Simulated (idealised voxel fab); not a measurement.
This section sets out a process module, namely voxel released beams.
cross-section cut | 255 nm wide | cells 5 nm
Think of the cross-section as a grid of square cells. We describe it in bands, top to bottom, and each band covers one or more rows of those cells. Read a band's entry like this: the first values are the height of its top and the height of its bottom in nm, and what follows is the sequence of materials from left to right, each with its width in nm. Note that "air" is empty space, and that a single material marked "full width" reaches across the band from edge to edge. Heights are measured from 0, the level below which the as-received wafer is all one material; the lowest band has no bottom and continues downward, written as in "0 nm and below". A two-number width, for instance "30->40", indicates that the width is equal to the first number in the top row of the band and to the second number in the bottom row, and that it changes by a constant amount per row of cells. "nothing was modified" means the step left every cell of the cross-section as it was. Entry "Entrapped void list" = empty spaces >= 8 cells with no open way to the top; each as width x height at distance, distance from left edge, all nm. after a step's settings: what the simulator itself notes on the step. The "overlay nm" setting may appear on a step's line; for a step that uses a mask, it gives how far to the right of its planned position the mask lay, and a negative value indicates the left.
**The planned process steps are enumerated hereunder**
1 RECEIVE: material Si
2 CONFORMAL_DEP: material Al2O3, thk nm 5
3 DIRECTIONAL_DEP: material SiO2, thk nm 20
4 PATTERN: tone open, mask id ANCHOR, material resist, width nm 35, thk nm 20, overlay nm 0
5 DIRECTIONAL_ETCH: etch materials SiO2, depth nm 20
6 STRIP: etch materials resist
7 CONFORMAL_DEP: material SiN, thk nm 15
8 MASKED_ETCH: tone cover, mask id BEAM, width nm 120, etch materials SiN, depth nm 15, overlay nm 0
9 STRIP: etch materials SiO2
**Cross-section of the wafer upon arrival, representing the state reached after step 1**
- 0 nm and below = Si full width
- Entrapped void list: none
**This is how the wafer looks in cross-section once the module is done, given the starting state and plan above and one mistake in carrying the plan out**
- 25 nm to 5 nm = air=70 | SiN=15 | air=5 | SiN=15 | air=150
- 5 nm to 0 nm = Al2O3 full width
- 0 nm and below = Si full width
- Entrapped void list: none
what went wrong: so step 8 ended up running with a different setting than we planned, it ran as MASKED_ETCH: tone open, mask id BEAM, width nm 120, etch materials SiN, depth nm 15, overlay nm 0
